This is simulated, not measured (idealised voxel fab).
process module | voxel gate over fins
cross-section cut | 260 nm wide | cells 5 nm
A cross-section is a grid of square cells, given in bands from the top down. A band is one or more rows of cells.
Each band's line starts with the height of the band's top and of its bottom, in nm. Then come its materials from left to right, each with its width in nm. One material with "throughout" fills the band from edge to edge. "air" is empty space.
Height 0 is the level under which the wafer as received is all one material. The lowest band goes on downwards, as in "0 down".
A width such as "30 to 40" changes by the same amount from each row of cells to the next, from the band's top row to its bottom row.
"no change" after a step means that no cell of the cross-section changed.
closed voids: empty space of 8 cells or more with no open way to the top, each as width x height at its distance from the left edge, in nm
after a step's settings: what the simulator itself notes on the step
overlay nm, on a step with a mask: how far to the right of its planned place the mask lay; to the left if negative
plan
1 op RECEIVE | material Si
2 op CONFORMAL_DEP | material SiN | thk nm 5
3 op MASKED_ETCH | tone cover | mask id FINS | width nm 15 | pitch nm 45 | etch materials SiN | depth nm 5 | overlay nm -15
4 op MASKED_ETCH | tone cover | mask id FINS | width nm 15 | pitch nm 45 | etch materials Si | depth nm 35 | overlay nm 0
5 op FILL_DEP | material SiO2 | thk nm 10
6 op CMP | height nm 5
7 op SELECTIVE_ETCH | etch materials SiO2 | depth nm 15
8 op STRIP | etch materials SiN
9 op CONFORMAL_DEP | material HfO2 | thk nm 5
10 op CONFORMAL_DEP | material TiN | thk nm 5
11 op FILL_DEP | material W | thk nm 10
12 op CMP | height nm 15
13 op CONFORMAL_DEP | material SiCN | thk nm 5
varied across the wafers: overlay nm of step 3. The plan shows the first wafer's value. All wafers start alike
first wafer as received, after step 1
  0 down: Si throughout
  closed voids: none
first wafer at the end, after step 13
  20 to 15: SiCN throughout
  15 to 10: W throughout
  10 to 5: W 30 | TiN 185 | W 45
  5 to 0: W 30 | TiN 5 | HfO2 40 | TiN 5 | HfO2 40 | TiN 5 | HfO2 40 | TiN 5 | HfO2 40 | TiN 5 | W 45
  0 to -5: TiN 35 | HfO2 5 | Si 30 | HfO2 5 | TiN 5 | HfO2 5 | Si 30 | HfO2 5 | TiN 5 | HfO2 5 | Si 30 | HfO2 5 | TiN 5 | HfO2 5 | Si 30 | HfO2 5 | TiN 50
  -5 to -10: HfO2 40 | Si 30 | HfO2 15 | Si 30 | HfO2 15 | Si 30 | HfO2 15 | Si 30 | HfO2 55
  -10 to -35: SiO2 40 | Si 30 | SiO2 15 | Si 30 | SiO2 15 | Si 30 | SiO2 15 | Si 30 | SiO2 55
  -35 down: Si throughout
  closed voids: none
last wafer at the end
  20 to 15: SiCN throughout
  15 to 10: W throughout
  10 to 5: W 45 | TiN 185 | W 30
  5 to 0: W 45 | TiN 5 | HfO2 40 | TiN 5 | HfO2 40 | TiN 5 | HfO2 40 | TiN 5 | HfO2 40 | TiN 5 | W 30
  0 to -5: TiN 50 | HfO2 5 | Si 30 | HfO2 5 | TiN 5 | HfO2 5 | Si 30 | HfO2 5 | TiN 5 | HfO2 5 | Si 30 | HfO2 5 | TiN 5 | HfO2 5 | Si 30 | HfO2 5 | TiN 35
  -5 to -10: HfO2 55 | Si 30 | HfO2 15 | Si 30 | HfO2 15 | Si 30 | HfO2 15 | Si 30 | HfO2 40
  -10 to -35: SiO2 55 | Si 30 | SiO2 15 | Si 30 | SiO2 15 | Si 30 | SiO2 15 | Si 30 | SiO2 40
  -35 down: Si throughout
  closed voids: none
each wafer at the end: cells of each material gained (+) or lost (-) since it was received, then its closed voids
overlay nm -15 | +68 HfO2 | -196 Si | +52 SiCN | +140 SiO2 | +62 TiN | +82 W | closed voids: none
overlay nm -10 | +68 HfO2 | -224 Si | +52 SiCN | +160 SiO2 | +68 TiN | +84 W | closed voids: none
overlay nm -5 | +68 HfO2 | -252 Si | +52 SiCN | +180 SiO2 | +68 TiN | +92 W | closed voids: none
overlay nm 0 | +68 HfO2 | -280 Si | +52 SiCN | +200 SiO2 | +68 TiN | +100 W | closed voids: none
overlay nm 5 | +68 HfO2 | -252 Si | +52 SiCN | +180 SiO2 | +68 TiN | +92 W | closed voids: none
overlay nm 10 | +68 HfO2 | -224 Si | +52 SiCN | +160 SiO2 | +68 TiN | +84 W | closed voids: none
overlay nm 15 | +68 HfO2 | -196 Si | +52 SiCN | +140 SiO2 | +62 TiN | +82 W | closed voids: none
